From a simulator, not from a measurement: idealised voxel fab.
Proc. module: voxel tone inversion
The width of the displayed cross-section, cut, is 295 nm; its cells are square, with a size of 5 nm.
Cross-sections here: square-cell grids, written as top-down lists of bands, a band being one or more rows of cells. Band entry format. Leading values: height of top, height of bottom, nm. Remainder: materials in left-to-right order, each with its width in nm. Special words: "throughout" on a single material, which then fills the band edge to edge; "air", empty space. The level at which height equals 0 is the one under which the wafer, as it arrives, is entirely one material. No lower edge exists for the bottom band, which continues downward and is notated as in "top 0, no bottom". A width given as "30..40" starts at the first number in the band's top row and ends at the second number in its bottom row, shifting by an equal amount at every step from row to row. "nothing was modified" -> step changed no cross-section cell. This entry, "Trapped void list", enumerates those empty regions of no fewer than 8 cells that possess no open connection to the top. Each region is reported in the form width x height at distance, the distance being taken from the left edge, with all three quantities expressed in nm. after a step's settings: what the simulator itself notes on the step. The setting "overlay nm" may be written on the line of a step. When the step uses a mask, the value reports how far to the right of the planned place the mask lay, and a negative value reports that it lay to the left.
## The planned process steps are enumerated hereunder
1) op RECEIVE | material Si
2) op CONFORMAL_DEP | material SiN | thk nm 5
3) op DIRECTIONAL_DEP | material aC | thk nm 20
4) op PATTERN | tone cover | mask id POSTS | material resist | width nm 25 | pitch nm 50 | thk nm 30 | overlay nm 0
5) op DIRECTIONAL_ETCH | etch materials aC | depth nm 20
6) op STRIP | etch materials resist
7) op FILL_DEP | material SiO2 | thk nm 5
8) op CMP | height nm 25
9) op STRIP | etch materials aC
## Here's what the wafer looked like in cross-section when it arrived - that's after step 1
	top 0, no bottom  Si throughout
	Trapped void list: none
## Post-module cross-section of the first of two wafers (run per plan)
	top 25, bottom 5  60 of SiO2 / 25 of air / 25 of SiO2 / 25 of air / 25 of SiO2 / 25 of air / 25 of SiO2 / 25 of air / 60 of SiO2
	top 5, bottom 0  SiN throughout
	top 0, no bottom  Si throughout
	Trapped void list: none
## Here's the second of our two wafers sectioned at module end. Same start as the first, same plan, but one mistake got made running it
	top 25, bottom 5  50 of SiO2 / 25 of air / 25 of SiO2 / 25 of air / 25 of SiO2 / 25 of air / 25 of SiO2 / 25 of air / 70 of SiO2
	top 5, bottom 0  SiN throughout
	top 0, no bottom  Si throughout
	Trapped void list: none
Plan not followed: step 4 was processed under conditions differing from the plan, specifically as op PATTERN | tone cover | mask id POSTS | material resist | width nm 25 | pitch nm 50 | thk nm 30 | overlay nm -10
The two final wafers agree on how many cells each material fills and disagree on which cells those are.
